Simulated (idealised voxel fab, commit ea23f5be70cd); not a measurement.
Name of the process module below: voxel capacitor over wiring
We display cut, a cross-section 245 nm in width whose square cells are each 5 nm.
Throughout this document, each cross-section is represented as a grid of square cells and is presented as a sequence of bands enumerated from the top downward, where a band comprises one or more rows of cells. Within each band entry, the heights of the top and of the bottom of the band appear first, in that order and in nm; the materials of the band then follow from left to right, each with its corresponding width in nm. The designation "full width" on a single material indicates that it fills the band from edge to edge; the designation "air" indicates empty space. Heads up on the height convention: 0 is the point under which the incoming wafer is all one material, and the lowest band has no bottom, it just keeps going down, like "from 0 down". Read "30 to 40" as a graded width: first number on top, second number at the bottom, same change between each pair of neighbouring rows. Where the words "remains unaltered" appear for a step, the cross-section shows no cell changed by that step; every cell remained as before. Each empty space that has no open way to the top and spans at least 8 cells appears under "Sealed cavities" as width x height at distance, the distance counted from the left edge, all in nm. On a step's line, text after the settings is the simulator commenting on that step. overlay nm: right-of-plan distance of the mask on a masked step; negative values mean left-of-plan.
Here's what the planned process steps look like
1: RECEIVE [material Si]
2: CONFORMAL_DEP [material SiO2] [thk nm 15]
3: DIRECTIONAL_DEP [material TiN] [thk nm 5]
4: DIRECTIONAL_DEP [material Ru] [thk nm 20]
5: PATTERN [tone cover] [mask id METAL_1] [material resist] [width nm 25] [pitch nm 75] [thk nm 20] [overlay nm 0]
6: DIRECTIONAL_ETCH [etch materials Ru] [depth nm 20]
7: DIRECTIONAL_ETCH [etch materials TiN] [depth nm 5]
8: STRIP [etch materials resist]
9: CONFORMAL_DEP [material SiN] [thk nm 5]
10: FILL_DEP [material lowk] [thk nm 10]
11: CMP [height nm 40]
12: CONFORMAL_DEP [material SiCN] [thk nm 5]
13: DIRECTIONAL_DEP [material SiO2] [thk nm 10]
14: PATTERN [tone open] [mask id PLUG_1] [material resist] [width nm 15] [thk nm 20] [overlay nm 0]
15: DIRECTIONAL_ETCH [etch materials SiO2] [depth nm 10]
16: DIRECTIONAL_ETCH [etch materials SiCN] [depth nm 5]
17: STRIP [etch materials resist]
18: CONFORMAL_DEP [material TiN] [thk nm 5]
19: FILL_DEP [material Ru] [thk nm 5]
20: CMP [height nm 55]
21: DIRECTIONAL_DEP [material TiN] [thk nm 5]
22: DIRECTIONAL_DEP [material HfO2] [thk nm 5]
23: DIRECTIONAL_DEP [material TiN] [thk nm 10]
24: DIRECTIONAL_DEP [material aC] [thk nm 10]
25: PATTERN [tone cover] [mask id UPPER_PLATE] [material resist] [width nm 55] [thk nm 30] [overlay nm 0]
26: DIRECTIONAL_ETCH [etch materials aC] [depth nm 10]
27: STRIP [etch materials resist]
28: DIRECTIONAL_ETCH [etch materials TiN] [depth nm 10]
29: DIRECTIONAL_ETCH [etch materials HfO2] [depth nm 5]
30: STRIP [etch materials aC]
31: DIRECTIONAL_DEP [material aC] [thk nm 15]
32: PATTERN [tone cover] [mask id LOWER_PLATE] [material resist] [width nm 65] [thk nm 30] [overlay nm 0]
33: DIRECTIONAL_ETCH [etch materials aC] [depth nm 15]
34: STRIP [etch materials resist]
35: DIRECTIONAL_ETCH [etch materials TiN] [depth nm 5]
36: STRIP [etch materials aC]
37: FILL_DEP [material SiO2] [thk nm 20]
38: CMP [height nm 90]
39: DIRECTIONAL_DEP [material aC] [thk nm 10]
40: PATTERN [tone open] [mask id PLUG_2] [material resist] [width nm 15] [thk nm 30] [overlay nm 0]
41: DIRECTIONAL_ETCH [etch materials aC] [depth nm 10]
42: STRIP [etch materials resist]
43: DIRECTIONAL_ETCH [etch materials SiO2] [depth nm 15]
44: STRIP [etch materials aC]
45: CONFORMAL_DEP [material TiN] [thk nm 5]
46: FILL_DEP [material Cu] [thk nm 10]
47: CMP [height nm 90]
48: CONFORMAL_DEP [material SiCN] [thk nm 5]
Cross-section: wafer on arrival = after step 1
	from 0 down: Si full width
	Sealed cavities: none
Result of the module, cross-sectioned: start per above, plan per above, one error in how it was run
	from 95 to 90: SiCN full width
	from 90 to 80: SiO2 90 nm / TiN 5 nm / Cu 5 nm / TiN 5 nm / SiO2 140 nm
	from 80 to 75: SiO2 90 nm / TiN 15 nm / SiO2 140 nm
	from 75 to 65: SiO2 80 nm / TiN 55 nm / SiO2 110 nm
	from 65 to 60: SiO2 80 nm / HfO2 55 nm / SiO2 110 nm
	from 60 to 55: SiO2 75 nm / TiN 65 nm / SiO2 105 nm
	from 55 to 45: SiO2 80 nm / TiN 5 nm / Ru 5 nm / TiN 5 nm / SiO2 150 nm
	from 45 to 40: SiCN 80 nm / TiN 15 nm / SiCN 150 nm
	from 40 to 20: lowk 70 nm / SiN 5 nm / Ru 25 nm / SiN 5 nm / lowk 40 nm / SiN 5 nm / Ru 25 nm / SiN 5 nm / lowk 65 nm
	from 20 to 15: SiN 75 nm / TiN 25 nm / SiN 50 nm / TiN 25 nm / SiN 70 nm
	from 15 to 0: SiO2 full width
	from 0 down: Si full width
	Sealed cavities: none
The mistake made against the process plan was this: the process deviated at step 5: the operation and settings actually run there were PATTERN [tone cover] [mask id METAL_1] [material resist] [width nm 25] [pitch nm 75] [thk nm 20] [overlay nm 5]
